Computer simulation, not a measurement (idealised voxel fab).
process module | voxel self aligned contacts
cross-section cut | 220 nm wide | cells 5 nm
A cross-section is a grid of square cells, given in bands from the top down. A band is one or more rows of cells.
Each band's line starts with the height of the band's top and of its bottom, in nm. Then come its materials from left to right, each with its width in nm. One material with "throughout" fills the band from edge to edge. "air" is empty space.
Height 0 is the level under which the wafer as received is all one material. The lowest band goes on downwards, as in "0 down".
A width such as "30 to 40" changes by the same amount from each row of cells to the next, from the band's top row to its bottom row.
"no change" after a step means that no cell of the cross-section changed.
closed voids: empty space of 8 cells or more with no open way to the top, each as width x height at its distance from the left edge, in nm
after a step's settings: what the simulator itself notes on the step
overlay nm, on a step with a mask: how far to the right of its planned place the mask lay; to the left if negative
plan
1 op RECEIVE | material Si
2 op CONFORMAL_DEP | material SiO2 | thk nm 5
3 op DIRECTIONAL_DEP | material polySi | thk nm 25
4 op DIRECTIONAL_DEP | material SiN | thk nm 25
5 op DIRECTIONAL_DEP | material aC | thk nm 15
6 op PATTERN | tone cover | mask id GATE | material resist | width nm 25 | pitch nm 70 | thk nm 30 | overlay nm 0
7 op DIRECTIONAL_ETCH | etch materials aC | depth nm 15
8 op STRIP | etch materials resist
9 op DIRECTIONAL_ETCH | etch materials SiN | depth nm 25
10 op DIRECTIONAL_ETCH | etch materials polySi | depth nm 25
11 op STRIP | etch materials aC
12 op CONFORMAL_DEP | material SiN | thk nm 10
13 op DIRECTIONAL_ETCH | etch materials SiN | depth nm 10
14 op FILL_DEP | material SiO2 | thk nm 20
15 op CMP | height nm 65
16 op PATTERN | tone open | mask id CONTACT | material resist | width nm 55 | thk nm 20 | overlay nm 0
17 op DIRECTIONAL_ETCH | etch materials SiO2 | depth nm 65
18 op STRIP | etch materials resist
19 op CONFORMAL_DEP | material TiN | thk nm 5
20 op FILL_DEP | material W | thk nm 10
21 op CMP | height nm 65
22 op CONFORMAL_DEP | material SiN | thk nm 5
as received, after step 1
  0 down: Si throughout
  closed voids: none
a wafer at the end: this start, this plan, one mistake
  70 to 65: SiN throughout
  65 to 55: SiO2 80 | TiN 5 to 25 | W 45 to 10 | TiN 5 to 20 | SiO2 85
  55 to 30: SiO2 50 | SiN 50 | TiN 5 | W 10 | TiN 5 | SiN 50 | SiO2 50
  30 to 5: SiO2 50 | SiN 10 | polySi 30 | SiN 10 | TiN 5 | W 10 | TiN 5 | SiN 10 | polySi 30 | SiN 10 | SiO2 50
  5 to 0: SiO2 100 | TiN 20 | SiO2 100
  0 down: Si throughout
  closed voids: none
what went wrong: step 6 ran as: op PATTERN | tone cover | mask id GATE | material resist | width nm 30 | pitch nm 70 | thk nm 30 | overlay nm 0
